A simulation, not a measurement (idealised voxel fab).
Process module in this document: voxel tone inversion
In the cross-section labelled cut, the width is 250 nm and each square cell is 5 nm.
Throughout this document, each cross-section is represented as a grid of square cells and is presented as a sequence of bands enumerated from the top downward, where a band comprises one or more rows of cells. Heights first: top, then bottom, in nm. Then materials, left to right, each with a width in nm. "full width" on a single material: fills the band edge to edge. "empty": empty space. Heights are measured from 0, the level below which the as-received wafer is all one material; the lowest band has no bottom and continues downward, written as in "0..down". A width given as "30..40" starts at the first number in the band's top row and ends at the second number in its bottom row, shifting by an equal amount at every step from row to row. Take "everything unchanged" at face value: in the step it is given for, the cross-section changed in none of its cells. If an empty space has no open way to the top and is at least 8 cells in size, "Trapped void list" lists it, written width x height at distance, where distance is measured from the left edge and every value is in nm. Post-settings text on a step line: simulator's own remark regarding the step. overlay nm: mask offset rightward from planned place, masked step; negative means leftward offset.
### Listed below are the process steps as planned
1,op RECEIVE | material Si
2,op CONFORMAL_DEP | material SiCN | thk nm 5
3,op DIRECTIONAL_DEP | material polySi | thk nm 20
4,op PATTERN | tone cover | mask id POSTS | material resist | width nm 25 | pitch nm 50 | thk nm 25 | overlay nm 0
5,op DIRECTIONAL_ETCH | etch materials polySi | depth nm 20
6,op STRIP | etch materials resist
7,op FILL_DEP | material lowk | thk nm 5
8,op CMP | height nm 25
9,op STRIP | etch materials polySi
10,op CONFORMAL_DEP | material TiN | thk nm 5
11,op FILL_DEP | material Ru | thk nm 5
12,op CMP | height nm 25
13,op CONFORMAL_DEP | material SiCN | thk nm 5
### Incoming wafer in cross-section (state: after step 1)
	0..down  Si full width
	Trapped void list: none
### Module complete, cross-section. Starting point and plan per above. One mistake made in running the module
	30..25  SiCN full width
	25..10  lowk (80), TiN (5), Ru (15), TiN (5), lowk (25), TiN (5), Ru (15), TiN (5), lowk (95)
	10..5  lowk (80), TiN (25), lowk (25), TiN (25), lowk (95)
	5..0  SiCN full width
	0..down  Si full width
	Trapped void list: none
It is concluded that the wafer was processed incorrectly with respect to the plan, in that step 4 off recipe, ran as op PATTERN | tone cover | mask id POSTS | material resist | width nm 25 | pitch nm 50 | thk nm 25 | overlay nm -5
